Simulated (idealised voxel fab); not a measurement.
process module | voxel released beams
cross-section cut | 225 nm wide | cells 5 nm
A cross-section is a grid of square cells, given in bands from the top down. A band is one or more rows of cells.
Each band's line starts with the height of the band's top and of its bottom, in nm. Then come its materials from left to right, each with its width in nm. One material with "throughout" fills the band from edge to edge. "air" is empty space.
Height 0 is the level under which the wafer as received is all one material. The lowest band goes on downwards, as in "0 down".
A width such as "30 to 40" changes by the same amount from each row of cells to the next, from the band's top row to its bottom row.
"no change" after a step means that no cell of the cross-section changed.
closed voids: empty space of 8 cells or more with no open way to the top, each as width x height at its distance from the left edge, in nm
after a step's settings: what the simulator itself notes on the step
overlay nm, on a step with a mask: how far to the right of its planned place the mask lay; to the left if negative
plan
1 op RECEIVE | material Si
2 op CONFORMAL_DEP | material Al2O3 | thk nm 10
3 op DIRECTIONAL_DEP | material SiO2 | thk nm 15
4 op MASKED_ETCH | tone open | mask id ANCHOR | width nm 45 | etch materials SiO2 | depth nm 15 | overlay nm 0
5 op CONFORMAL_DEP | material polySi | thk nm 15
6 op MASKED_ETCH | tone cover | mask id BEAM | width nm 100 | etch materials polySi | depth nm 15 | overlay nm 0
7 op STRIP | etch materials SiO2
as received, after step 1
  0 down: Si throughout
  closed voids: none
a wafer at the end: this start, this plan, one mistake
  55 to 40: air 60 | polySi 100 | air 65
  40 to 25: polySi throughout
  25 to 10: SiO2 65 | polySi 45 | SiO2 115
  10 to 0: Al2O3 throughout
  0 down: Si throughout
  closed voids: none
what went wrong: step 5 was run twice
